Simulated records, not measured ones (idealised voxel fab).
Process module in this document: voxel gate over fins
Section cut is 250 nm wide and gridded with 5 nm square cells.
A cross-section is written here as square cells arranged in a grid, and it is given in bands from the top down, each band taking up one or more rows of cells.
What a band's entry tells you: where the top is and where the bottom is, as heights in nm, and after that what lies inside, material by material from left to right, each with its width in nm. Empty space is written as the word "blank", and a single material marked with the word "edge to edge" occupies the band from edge to edge.
Measure heights from 0. That's the level where, below it, the as-received wafer is all one material. The lowest band is bottomless and extends downward; write it as in "top 0, no bottom".
With a width like "30..40", each row of cells in the band differs from the next by the same amount, the top row carrying the first number and the bottom row the second.
The cross-section has no changed cell in any step marked "nothing different".
Empty spaces without an open route to the top, at least 8 cells in extent, make up the entry "Sealed internal cavities"; each is given as width x height at distance, where the distance is measured from the left edge, and all are in nm.
Whatever follows a step's settings on its line is a remark the simulator itself makes about that step.
The "overlay nm" setting may appear on a step's line; for a step that uses a mask, it gives how far to the right of its planned position the mask lay, and a negative value indicates the left.

## The following list gives the planned process steps
1. RECEIVE | material Si
2. CONFORMAL_DEP | material SiN | thk nm 5
3. PATTERN | tone cover | mask id FINS | material resist | width nm 15 | pitch nm 40 | thk nm 15 | overlay nm -15
4. DIRECTIONAL_ETCH | etch materials SiN | depth nm 5
5. DIRECTIONAL_ETCH | etch materials Si | depth nm 35
6. STRIP | etch materials resist
7. FILL_DEP | material SiO2 | thk nm 15
8. CMP | height nm 5
9. SELECTIVE_ETCH | etch materials SiO2 | depth nm 15
10. STRIP | etch materials SiN
11. CONFORMAL_DEP | material HfO2 | thk nm 5
12. CONFORMAL_DEP | material TiN | thk nm 5
13. CONFORMAL_DEP | material TiAl | thk nm 5
14. CONFORMAL_DEP | material TiN | thk nm 5
15. FILL_DEP | material W | thk nm 10
16. CMP | height nm 25
17. CONFORMAL_DEP | material SiN | thk nm 10
For clarity, it should be stated that the wafers under discussion commence in an identical condition and differ with respect to the overlay nm of step 3, the plan indicating the value that the first wafer had.

## Sectional view: first of several wafers, as received, after step 1
> top 0, no bottom  Si edge to edge
> Sealed internal cavities: none

## Here is how to read the rows: every wafer has a row, and it shows the wafer at the end of the module, giving for each material how many cells were gained (+) or lost (-) since the wafer was received, then listing its closed voids
overlay nm -15, +66 HfO2, -266 Si, +100 SiN, +190 SiO2, +60 TiAl, +120 TiN, +80 W, Sealed internal cavities: none
overlay nm -10, +66 HfO2, -266 Si, +100 SiN, +190 SiO2, +60 TiAl, +120 TiN, +80 W, Sealed internal cavities: none
overlay nm -5, +66 HfO2, -266 Si, +100 SiN, +190 SiO2, +60 TiAl, +120 TiN, +80 W, Sealed internal cavities: none
overlay nm 0, +66 HfO2, -266 Si, +100 SiN, +190 SiO2, +60 TiAl, +120 TiN, +80 W, Sealed internal cavities: none
overlay nm 5, +66 HfO2, -266 Si, +100 SiN, +190 SiO2, +60 TiAl, +120 TiN, +80 W, Sealed internal cavities: none
overlay nm 10, +66 HfO2, -266 Si, +100 SiN, +190 SiO2, +60 TiAl, +120 TiN, +80 W, Sealed internal cavities: none
overlay nm 15, +66 HfO2, -266 Si, +100 SiN, +190 SiO2, +60 TiAl, +120 TiN, +80 W, Sealed internal cavities: none
